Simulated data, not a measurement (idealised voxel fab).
This section sets out a process module, namely voxel released beams.
The cross-section shown here is cut; it is 250 nm wide and divided into square cells measuring 5 nm on a side.
Cross-section spec: square-cell grid; bands listed top down; each band is one or more rows. Heights first: top, then bottom, in nm. Then materials, left to right, each with a width in nm. "everywhere" on a single material: fills the band edge to edge. "empty": empty space. Heads up on the height convention: 0 is the point under which the incoming wafer is all one material, and the lowest band has no bottom, it just keeps going down, like "0..down". Note: "30->40" means the width goes from the first number (top row of the band) to the second number (bottom row) in equal steps per row of cells. Where the words "identical to before" appear for a step, the cross-section shows no cell changed by that step; every cell remained as before. Each empty space that has no open way to the top and spans at least 8 cells appears under "Entrapped void list" as width x height at distance, the distance counted from the left edge, all in nm. Read whatever lies past the settings on a step's line as the simulator's own remark about the step. The line of a step may include "overlay nm". On a step with a mask, this value is how far to the right of its planned place the mask lay. A negative value means the mask lay to the left.
The planned process steps are enumerated hereunder
1) RECEIVE: material Si
2) CONFORMAL_DEP: material SiN, thk nm 5
3) DIRECTIONAL_DEP: material SiO2, thk nm 10
4) MASKED_ETCH: tone open, mask id ANCHOR, width nm 40, etch materials SiO2, depth nm 10, overlay nm 0
5) CONFORMAL_DEP: material polySi, thk nm 15
6) DIRECTIONAL_DEP: material aC, thk nm 10
7) PATTERN: tone cover, mask id BEAM, material resist, width nm 115, thk nm 25, overlay nm 0
8) DIRECTIONAL_ETCH: etch materials aC, depth nm 10
9) STRIP: etch materials resist
10) DIRECTIONAL_ETCH: etch materials polySi, depth nm 15
11) STRIP: etch materials aC
12) STRIP: etch materials SiO2
Here's what the wafer looked like in cross-section when it arrived - that's after step 1
> 0..down = Si everywhere
> Entrapped void list: none
Wafer cross-section at module end: first of two, run to plan
> 30..20 = empty=65 / polySi=20 / empty=10 / polySi=85 / empty=70
> 20..15 = empty=65 / polySi=115 / empty=70
> 15..5 = empty=70 / polySi=40 / empty=140
> 5..0 = SiN everywhere
> 0..down = Si everywhere
> Entrapped void list: none
Same start, same plan as the first wafer - but one mistake in the run. Cross-section of the second of the two at the end of the module
> 45..30 = empty=65 / polySi=115 / empty=70
> 30..15 = polySi everywhere
> 15..5 = SiO2=70 / polySi=40 / SiO2=140
> 5..0 = SiN everywhere
> 0..down = Si everywhere
> Entrapped void list: none
Short version of what went wrong: twice over, step 5 of the plan was run
Final wafer comparison in cells, second versus first, more or fewer per material: SiO2 +84 | polySi +154
